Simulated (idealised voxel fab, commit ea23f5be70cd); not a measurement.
process module | voxel trench capacitor
Section shown: cut. Width: 250 nm. Cell size: 5 nm, square.
For the purposes of this document, a cross-section shall be understood as a grid of square cells, specified as bands listed in top-to-bottom order, each band consisting of one or more rows of cells.
Top height, bottom height, nm. Materials left to right, width each, nm. Single material + "full width" = fills band edge to edge. "blank" = empty.
The reference from which all heights are counted is 0, the level beneath which the as-received wafer is entirely one material; the lowest band, having no lower bound, proceeds downward and is written after the example "from 0 down".
A two-number width, for instance "30 to 40", indicates that the width is equal to the first number in the top row of the band and to the second number in the bottom row, and that it changes by a constant amount per row of cells.
Reading "all unchanged" for a step: not a cell of the cross-section changed in it.
The entry titled "Fully sealed voids" provides the empty spaces that have no open way to the top, restricted to those of 8 cells or more. Each is presented as width x height at distance, the distance being measured from the left edge, with all three in nm.
Formally, on a step line, whatever follows the settings is a remark that the simulator itself makes on the step.
overlay nm: how far to the right of its planned place the mask lay on this masked step (negative: to the left).

-- Steps planned for the process
| 1 | RECEIVE (material Si) |
| 2 | CONFORMAL_DEP (material SiN; thk nm 10) |
| 3 | DIRECTIONAL_DEP (material aC; thk nm 15) |
| 4 | PATTERN (tone open; mask id TRENCH; material resist; width nm 25; pitch nm 50; thk nm 35; overlay nm 0) |
| 5 | DIRECTIONAL_ETCH (etch materials aC; depth nm 15) |
| 6 | STRIP (etch materials resist) |
| 7 | DIRECTIONAL_ETCH (etch materials SiN; depth nm 10) |
| 8 | DIRECTIONAL_ETCH (etch materials Si; depth nm 25) |
| 9 | STRIP (etch materials aC) |
| 10 | CONFORMAL_DEP (material SiO2; thk nm 5) |
| 11 | FILL_DEP (material polySi; thk nm 5) |
| 12 | CMP (height nm 10) |

-- First wafer, two in total, run as planned

-- Wafer at receipt (post step 1), cross-section
	from 0 down | Si full width
	Fully sealed voids: none

-- After step 2: wafer cross-section
	from 10 to 0 | SiN full width
	Below 0 it's all the same as before, nothing changed down there.

-- After step 3: wafer cross-section
	from 25 to 10 | aC full width
	Below 10 it's all the same as before, nothing changed down there.

-- After step 4: wafer cross-section
	from 60 to 25 | resist=85  blank=25  resist=25  blank=25  resist=90
	Below 25 it's all the same as before, nothing changed down there.

-- After step 5: wafer cross-section
	from 45 to 25 | resist=85  blank=25  resist=25  blank=25  resist=90
	from 25 to 10 | aC=85  blank=25  aC=25  blank=25  aC=90
	Below 10 it's all the same as before, nothing changed down there.

-- After step 6: wafer cross-section
	from 25 to 10 | aC=85  blank=25  aC=25  blank=25  aC=90
	Below 10 it's all the same as before, nothing changed down there.

-- After step 7: wafer cross-section
	from 25 to 10 | aC=85  blank=25  aC=25  blank=25  aC=90
	from 10 to 0 | SiN=85  blank=25  SiN=25  blank=25  SiN=90
	Below 0 it's all the same as before, nothing changed down there.

-- After step 8: wafer cross-section
	from 25 to 10 | aC=85  blank=25  aC=25  blank=25  aC=90
	from 10 to 0 | SiN=85  blank=25  SiN=25  blank=25  SiN=90
	from 0 to -25 | Si=85  blank=25  Si=25  blank=25  Si=90
	Below -25 it's all the same as before, nothing changed down there.

-- After step 9: wafer cross-section
	from 10 to 0 | SiN=85  blank=25  SiN=25  blank=25  SiN=90
	Below 0 it's all the same as before, nothing changed down there.

-- After step 10: wafer cross-section
	from 15 to 10 | SiO2=90  blank=15  SiO2=35  blank=15  SiO2=95
	from 10 to 0 | SiN=85  SiO2=5  blank=15  SiO2=5  SiN=25  SiO2=5  blank=15  SiO2=5  SiN=90
	from 0 to -20 | Si=85  SiO2=5  blank=15  SiO2=5  Si=25  SiO2=5  blank=15  SiO2=5  Si=90
	from -20 to -25 | Si=85  SiO2=25  Si=25  SiO2=25  Si=90
	Below -25 it's all the same as before, nothing changed down there.

-- After step 11: wafer cross-section
	from 20 to 15 | polySi full width
	from 15 to 10 | SiO2=90  polySi=15  SiO2=35  polySi=15  SiO2=95
	from 10 to 0 | SiN=85  SiO2=5  polySi=15  SiO2=5  SiN=25  SiO2=5  polySi=15  SiO2=5  SiN=90
	from 0 to -20 | Si=85  SiO2=5  polySi=15  SiO2=5  Si=25  SiO2=5  polySi=15  SiO2=5  Si=90
	Below -20 it's all the same as before, nothing changed down there.

-- After step 12: wafer cross-section
	from 10 to 0 | SiN=85  SiO2=5  polySi=15  SiO2=5  SiN=25  SiO2=5  polySi=15  SiO2=5  SiN=90
	Below 0 it's all the same as before, nothing changed down there.

-- The second wafer was prepared from the same starting point and under the same plan as the first; its processing contained one mistake, and it remains indistinguishable from the first wafer up to and including step 8

Second wafer: cross-section at the scheduled end of step 9: all unchanged

-- Second wafer: cross-section at the scheduled end of step 10
	from 30 to 25 | SiO2=90  blank=15  SiO2=35  blank=15  SiO2=95
	from 25 to 10 | aC=85  SiO2=5  blank=15  SiO2=5  aC=25  SiO2=5  blank=15  SiO2=5  aC=90
	from 10 to 0 | SiN=85  SiO2=5  blank=15  SiO2=5  SiN=25  SiO2=5  blank=15  SiO2=5  SiN=90
	from 0 to -20 | Si=85  SiO2=5  blank=15  SiO2=5  Si=25  SiO2=5  blank=15  SiO2=5  Si=90
	from -20 to -25 | Si=85  SiO2=25  Si=25  SiO2=25  Si=90
	Below -25 it's all the same as before, nothing changed down there.

-- Second wafer: cross-section at the scheduled end of step 11
	from 35 to 30 | polySi full width
	from 30 to 25 | SiO2=90  polySi=15  SiO2=35  polySi=15  SiO2=95
	from 25 to 10 | aC=85  SiO2=5  polySi=15  SiO2=5  aC=25  SiO2=5  polySi=15  SiO2=5  aC=90
	from 10 to 0 | SiN=85  SiO2=5  polySi=15  SiO2=5  SiN=25  SiO2=5  polySi=15  SiO2=5  SiN=90
	from 0 to -20 | Si=85  SiO2=5  polySi=15  SiO2=5  Si=25  SiO2=5  polySi=15  SiO2=5  Si=90
	Below -20 it's all the same as before, nothing changed down there.

-- Second wafer: cross-section at the scheduled end of step 12
	from 10 to 0 | SiN=85  SiO2=5  polySi=15  SiO2=5  SiN=25  SiO2=5  polySi=15  SiO2=5  SiN=90
	Below 0 it's all the same as before, nothing changed down there.
Deviation from plan: plan step 9: skipped, not run
If you compare the two wafers at the end, their cross-sections are the same, so as far as this model is concerned the mistake changes nothing.
